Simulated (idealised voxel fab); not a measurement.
process module | voxel self aligned contacts
cross-section cut | 170 nm wide | cells 5 nm
A cross-section is a grid of square cells, given in bands from the top down. A band is one or more rows of cells.
Each band's line starts with the height of the band's top and of its bottom, in nm. Then come its materials from left to right, each with its width in nm. One material with "throughout" fills the band from edge to edge. "air" is empty space.
Height 0 is the level under which the wafer as received is all one material. The lowest band goes on downwards, as in "0 down".
A width such as "30 to 40" changes by the same amount from each row of cells to the next, from the band's top row to its bottom row.
"no change" after a step means that no cell of the cross-section changed.
closed voids: empty space of 8 cells or more with no open way to the top, each as width x height at its distance from the left edge, in nm
after a step's settings: what the simulator itself notes on the step
overlay nm, on a step with a mask: how far to the right of its planned place the mask lay; to the left if negative
plan
1 op RECEIVE | material Si
2 op OXIDIZE | depth nm 5
3 op DIRECTIONAL_DEP | material polySi | thk nm 20
4 op DIRECTIONAL_DEP | material SiN | thk nm 25
5 op DIRECTIONAL_DEP | material aC | thk nm 15
6 op PATTERN | tone cover | mask id GATE | material resist | width nm 35 | pitch nm 70 | thk nm 30 | overlay nm 0
7 op DIRECTIONAL_ETCH | etch materials aC | depth nm 15
8 op STRIP | etch materials resist
9 op DIRECTIONAL_ETCH | etch materials SiN | depth nm 25
10 op DIRECTIONAL_ETCH | etch materials polySi | depth nm 20
11 op STRIP | etch materials aC
12 op CONFORMAL_DEP | material SiN | thk nm 10
13 op DIRECTIONAL_ETCH | etch materials SiN | depth nm 10
14 op FILL_DEP | material SiO2 | thk nm 15
15 op CMP | height nm 50
16 op PATTERN | tone open | mask id CONTACT | material resist | width nm 55 | thk nm 20 | overlay nm 0
17 op DIRECTIONAL_ETCH | etch materials SiO2 | depth nm 55
18 op STRIP | etch materials resist
19 op CONFORMAL_DEP | material TiN | thk nm 5
20 op FILL_DEP | material Ru | thk nm 5
21 op CMP | height nm 50
22 op CONFORMAL_DEP | material SiCN | thk nm 5
first wafer, as planned
as received, after step 1
  0 down: Si throughout
  closed voids: none
after step 2
  0 to -5: SiO2 throughout
  below -5: unchanged
after step 3
  20 to 0: polySi throughout
  below 0: unchanged
after step 4
  45 to 20: SiN throughout
  below 20: unchanged
after step 5
  60 to 45: aC throughout
  below 45: unchanged
after step 6
  90 to 60: air 30 | resist 35 | air 35 | resist 35 | air 35
  below 60: unchanged
after step 7
  75 to 60: air 30 | resist 35 | air 35 | resist 35 | air 35
  60 to 45: air 30 | aC 35 | air 35 | aC 35 | air 35
  below 45: unchanged
after step 8
  60 to 45: air 30 | aC 35 | air 35 | aC 35 | air 35
  below 45: unchanged
after step 9
  60 to 45: air 30 | aC 35 | air 35 | aC 35 | air 35
  45 to 20: air 30 | SiN 35 | air 35 | SiN 35 | air 35
  below 20: unchanged
after step 10
  60 to 45: air 30 | aC 35 | air 35 | aC 35 | air 35
  45 to 20: air 30 | SiN 35 | air 35 | SiN 35 | air 35
  20 to 0: air 30 | polySi 35 | air 35 | polySi 35 | air 35
  below 0: unchanged
after step 11
  45 to 20: air 30 | SiN 35 | air 35 | SiN 35 | air 35
  below 20: unchanged
after step 12
  55 to 20: air 20 | SiN 55 | air 15 | SiN 55 | air 25
  20 to 10: air 20 | SiN 10 | polySi 35 | SiN 10 | air 15 | SiN 10 | polySi 35 | SiN 10 | air 25
  10 to 0: SiN 30 | polySi 35 | SiN 35 | polySi 35 | SiN 35
  below 0: unchanged
after step 13
  45 to 20: air 20 | SiN 55 | air 15 | SiN 55 | air 25
  20 to 0: air 20 | SiN 10 | polySi 35 | SiN 10 | air 15 | SiN 10 | polySi 35 | SiN 10 | air 25
  below 0: unchanged
after step 14
  60 to 45: SiO2 throughout
  45 to 20: SiO2 20 | SiN 55 | SiO2 15 | SiN 55 | SiO2 25
  20 to 0: SiO2 20 | SiN 10 | polySi 35 | SiN 10 | SiO2 15 | SiN 10 | polySi 35 | SiN 10 | SiO2 25
  below 0: unchanged
after step 15
  50 to 45: SiO2 throughout
  below 45: unchanged
after step 16
  70 to 50: resist 55 | air 55 | resist 60
  below 50: unchanged
after step 17
  70 to 50: resist 55 | air 55 | resist 60
  50 to 45: SiO2 55 | air 55 | SiO2 60
  45 to 20: SiO2 20 | SiN 55 | air 15 | SiN 55 | SiO2 25
  20 to 0: SiO2 20 | SiN 10 | polySi 35 | SiN 10 | air 15 | SiN 10 | polySi 35 | SiN 10 | SiO2 25
  0 to -5: SiO2 75 | air 15 | SiO2 80
  below -5: unchanged
after step 18
  50 to 45: SiO2 55 | air 55 | SiO2 60
  below 45: unchanged
after step 19
  55 to 50: TiN 60 | air 45 | TiN 65
  50 to 45: SiO2 55 | TiN 25 | air 5 | TiN 25 | SiO2 60
  45 to 20: SiO2 20 | SiN 55 | TiN 5 | air 5 | TiN 5 | SiN 55 | SiO2 25
  20 to 0: SiO2 20 | SiN 10 | polySi 35 | SiN 10 | TiN 5 | air 5 | TiN 5 | SiN 10 | polySi 35 | SiN 10 | SiO2 25
  0 to -5: SiO2 75 | TiN 15 | SiO2 80
  below -5: unchanged
after step 20
  60 to 55: Ru throughout
  55 to 50: TiN 60 | Ru 45 | TiN 65
  50 to 45: SiO2 55 | TiN 25 | Ru 5 | TiN 25 | SiO2 60
  45 to 20: SiO2 20 | SiN 55 | TiN 5 | Ru 5 | TiN 5 | SiN 55 | SiO2 25
  20 to 0: SiO2 20 | SiN 10 | polySi 35 | SiN 10 | TiN 5 | Ru 5 | TiN 5 | SiN 10 | polySi 35 | SiN 10 | SiO2 25
  below 0: unchanged
after step 21
  50 to 45: SiO2 55 | TiN 25 | Ru 5 | TiN 25 | SiO2 60
  below 45: unchanged
after step 22
  55 to 50: SiCN throughout
  below 50: unchanged
second wafer: like start, like plan, one mistake. Through step 1 it matches the first wafer
when step 2 should have ended: no change
when step 3 should have ended
  20 to 0: polySi throughout
  below 0: unchanged
when step 4 should have ended
  45 to 20: SiN throughout
  below 20: unchanged
when step 5 should have ended
  60 to 45: aC throughout
  below 45: unchanged
when step 6 should have ended
  90 to 60: air 30 | resist 35 | air 35 | resist 35 | air 35
  below 60: unchanged
when step 7 should have ended
  75 to 60: air 30 | resist 35 | air 35 | resist 35 | air 35
  60 to 45: air 30 | aC 35 | air 35 | aC 35 | air 35
  below 45: unchanged
when step 8 should have ended
  60 to 45: air 30 | aC 35 | air 35 | aC 35 | air 35
  below 45: unchanged
when step 9 should have ended
  60 to 45: air 30 | aC 35 | air 35 | aC 35 | air 35
  45 to 20: air 30 | SiN 35 | air 35 | SiN 35 | air 35
  below 20: unchanged
when step 10 should have ended
  60 to 45: air 30 | aC 35 | air 35 | aC 35 | air 35
  45 to 20: air 30 | SiN 35 | air 35 | SiN 35 | air 35
  20 to 0: air 30 | polySi 35 | air 35 | polySi 35 | air 35
  below 0: unchanged
when step 11 should have ended
  45 to 20: air 30 | SiN 35 | air 35 | SiN 35 | air 35
  below 20: unchanged
when step 12 should have ended
  55 to 20: air 20 | SiN 55 | air 15 | SiN 55 | air 25
  20 to 10: air 20 | SiN 10 | polySi 35 | SiN 10 | air 15 | SiN 10 | polySi 35 | SiN 10 | air 25
  10 to 0: SiN 30 | polySi 35 | SiN 35 | polySi 35 | SiN 35
  below 0: unchanged
when step 13 should have ended
  45 to 20: air 20 | SiN 55 | air 15 | SiN 55 | air 25
  20 to 0: air 20 | SiN 10 | polySi 35 | SiN 10 | air 15 | SiN 10 | polySi 35 | SiN 10 | air 25
  below 0: unchanged
when step 14 should have ended
  60 to 45: SiO2 throughout
  45 to 20: SiO2 20 | SiN 55 | SiO2 15 | SiN 55 | SiO2 25
  20 to 0: SiO2 20 | SiN 10 | polySi 35 | SiN 10 | SiO2 15 | SiN 10 | polySi 35 | SiN 10 | SiO2 25
  below 0: unchanged
when step 15 should have ended
  50 to 45: SiO2 throughout
  below 45: unchanged
when step 16 should have ended
  70 to 50: resist 55 | air 55 | resist 60
  below 50: unchanged
when step 17 should have ended
  70 to 50: resist 55 | air 55 | resist 60
  50 to 45: SiO2 55 | air 55 | SiO2 60
  45 to 20: SiO2 20 | SiN 55 | air 15 | SiN 55 | SiO2 25
  20 to 0: SiO2 20 | SiN 10 | polySi 35 | SiN 10 | air 15 | SiN 10 | polySi 35 | SiN 10 | SiO2 25
  below 0: unchanged
when step 18 should have ended
  50 to 45: SiO2 55 | air 55 | SiO2 60
  below 45: unchanged
when step 19 should have ended
  55 to 50: TiN 60 | air 45 | TiN 65
  50 to 45: SiO2 55 | TiN 25 | air 5 | TiN 25 | SiO2 60
  45 to 20: SiO2 20 | SiN 55 | TiN 5 | air 5 | TiN 5 | SiN 55 | SiO2 25
  20 to 5: SiO2 20 | SiN 10 | polySi 35 | SiN 10 | TiN 5 | air 5 | TiN 5 | SiN 10 | polySi 35 | SiN 10 | SiO2 25
  5 to 0: SiO2 20 | SiN 10 | polySi 35 | SiN 10 | TiN 15 | SiN 10 | polySi 35 | SiN 10 | SiO2 25
  below 0: unchanged
when step 20 should have ended
  60 to 55: Ru throughout
  55 to 50: TiN 60 | Ru 45 | TiN 65
  50 to 45: SiO2 55 | TiN 25 | Ru 5 | TiN 25 | SiO2 60
  45 to 20: SiO2 20 | SiN 55 | TiN 5 | Ru 5 | TiN 5 | SiN 55 | SiO2 25
  20 to 5: SiO2 20 | SiN 10 | polySi 35 | SiN 10 | TiN 5 | Ru 5 | TiN 5 | SiN 10 | polySi 35 | SiN 10 | SiO2 25
  below 5: unchanged
when step 21 should have ended
  50 to 45: SiO2 55 | TiN 25 | Ru 5 | TiN 25 | SiO2 60
  below 45: unchanged
when step 22 should have ended
  55 to 50: SiCN throughout
  below 50: unchanged
what went wrong: step 2 was left out
at the end the second wafer has, in cells: 1 fewer of Ru | 34 more of Si | 31 fewer of SiO2 | 2 fewer of TiN
